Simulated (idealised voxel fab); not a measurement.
process module | voxel quadruple lines
cross-section cut | 240 nm wide | cells 5 nm
A cross-section is a grid of square cells, given in bands from the top down. A band is one or more rows of cells.
Each band's line starts with the height of the band's top and of its bottom, in nm. Then come its materials from left to right, each with its width in nm. One material with "throughout" fills the band from edge to edge. "air" is empty space.
Height 0 is the level under which the wafer as received is all one material. The lowest band goes on downwards, as in "0 down".
A width such as "30 to 40" changes by the same amount from each row of cells to the next, from the band's top row to its bottom row.
"no change" after a step means that no cell of the cross-section changed.
closed voids: empty space of 8 cells or more with no open way to the top, each as width x height at its distance from the left edge, in nm
after a step's settings: what the simulator itself notes on the step
overlay nm, on a step with a mask: how far to the right of its planned place the mask lay; to the left if negative
plan
1 op RECEIVE | material Si
2 op CONFORMAL_DEP | material SiO2 | thk nm 5
3 op DIRECTIONAL_DEP | material W | thk nm 10
4 op DIRECTIONAL_DEP | material polySi | thk nm 15
5 op DIRECTIONAL_DEP | material aC | thk nm 20
6 op PATTERN | tone cover | mask id MANDREL | material resist | width nm 25 | pitch nm 80 | thk nm 30 | overlay nm -15
7 op DIRECTIONAL_ETCH | etch materials aC | depth nm 20
8 op STRIP | etch materials resist
9 op CONFORMAL_DEP | material SiO2 | thk nm 15
10 op DIRECTIONAL_ETCH | etch materials SiO2 | depth nm 15
11 op STRIP | etch materials aC
12 op DIRECTIONAL_ETCH | etch materials polySi | depth nm 15
13 op STRIP | etch materials SiO2
14 op CONFORMAL_DEP | material SiN | thk nm 5
15 op DIRECTIONAL_ETCH | etch materials SiN | depth nm 5
16 op STRIP | etch materials polySi
17 op DIRECTIONAL_ETCH | etch materials W | depth nm 10
18 op STRIP | etch materials SiN
varied across the wafers: overlay nm of step 6. The plan shows the first wafer's value. All wafers start alike
first wafer as received, after step 1
  0 down: Si throughout
  closed voids: none
each wafer at the end: cells of each material gained (+) or lost (-) since it was received, then its closed voids
overlay nm -15 | +48 SiO2 | +16 W | closed voids: none
overlay nm -10 | +48 SiO2 | +16 W | closed voids: none
overlay nm -5 | +48 SiO2 | +16 W | closed voids: none
overlay nm 0 | +48 SiO2 | +16 W | closed voids: none
overlay nm 5 | +48 SiO2 | +16 W | closed voids: none
overlay nm 10 | +48 SiO2 | +16 W | closed voids: none
overlay nm 15 | +48 SiO2 | +16 W | closed voids: none
